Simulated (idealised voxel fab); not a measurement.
This section sets out a process module, namely voxel lift off.
The width of the displayed cross-section, cut, is 295 nm; its cells are square, with a size of 5 nm.
Throughout this document, each cross-section is represented as a grid of square cells and is presented as a sequence of bands enumerated from the top downward, where a band comprises one or more rows of cells.
Heads up on the band format: heights come first, top then bottom, in nm. After that it's the materials left to right, each with its width in nm. A single material flagged "everywhere" fills the whole band edge to edge, and "air" means there's empty space there.
Ref level 0: as-received wafer is one material below here. Bottom band extends down with no lower bound ("0 nm and below").
Per-row width for "30..40": begins at first number (top row of band), ends at second number (bottom row), increment between rows held constant.
"all unchanged" after a step means that no cell of the cross-section changed.
For the entry "Sealed-off cavities", the listed items are empty spaces with no open way to the top whose size is 8 cells or more; each item follows the pattern width x height at distance, where distance is from the left edge and all three are in nm.
after a step's settings: what the simulator itself notes on the step
overlay nm: how far to the right of its planned place the mask lay on this masked step (negative: to the left).

The process steps that were planned are listed below:
1 RECEIVE: material Si
2 CONFORMAL_DEP: material SiO2, thk nm 15
3 PATTERN: tone open, mask id LINES, material resist, width nm 20, pitch nm 40, thk nm 15, overlay nm -15
4 DIRECTIONAL_DEP: material Ru, thk nm 5
5 STRIP: etch materials resist
6 CONFORMAL_DEP: material SiCN, thk nm 5
The overlay nm used in step 3 is not the same on every wafer, whereas the starting condition is; the value printed in the plan is the first wafer's.

This is how the first of several wafers looked in cross-section when it arrived, which is after step 1:
> 0 nm and below | Si everywhere
> Sealed-off cavities: none

Post step 6, the closing step of the module: first of several wafers, cross-sectioned:
> 25 nm to 20 nm | air: 95; SiCN: 30; air: 10; SiCN: 30; air: 130
> 20 nm to 15 nm | SiCN: 100; Ru: 20; SiCN: 20; Ru: 20; SiCN: 135
> 15 nm to 0 nm | SiO2 everywhere
> 0 nm and below | Si everywhere
> Sealed-off cavities: none

Cross-sectional depiction of the last of several wafers upon completion of the module:
> 25 nm to 20 nm | air: 125; SiCN: 30; air: 10; SiCN: 30; air: 100
> 20 nm to 15 nm | SiCN: 130; Ru: 20; SiCN: 20; Ru: 20; SiCN: 105
> 15 nm to 0 nm | SiO2 everywhere
> 0 nm and below | Si everywhere
> Sealed-off cavities: none

Where each wafer stands at the end of the module, a row apiece: cells of each material gained (+) or lost (-) since it was received, then closed voids:
overlay nm -15, +8 Ru, +63 SiCN, +177 SiO2, Sealed-off cavities: none
overlay nm -10, +8 Ru, +63 SiCN, +177 SiO2, Sealed-off cavities: none
overlay nm -5, +8 Ru, +63 SiCN, +177 SiO2, Sealed-off cavities: none
overlay nm 0, +8 Ru, +63 SiCN, +177 SiO2, Sealed-off cavities: none
overlay nm 5, +8 Ru, +63 SiCN, +177 SiO2, Sealed-off cavities: none
overlay nm 10, +8 Ru, +63 SiCN, +177 SiO2, Sealed-off cavities: none
overlay nm 15, +8 Ru, +63 SiCN, +177 SiO2, Sealed-off cavities: none
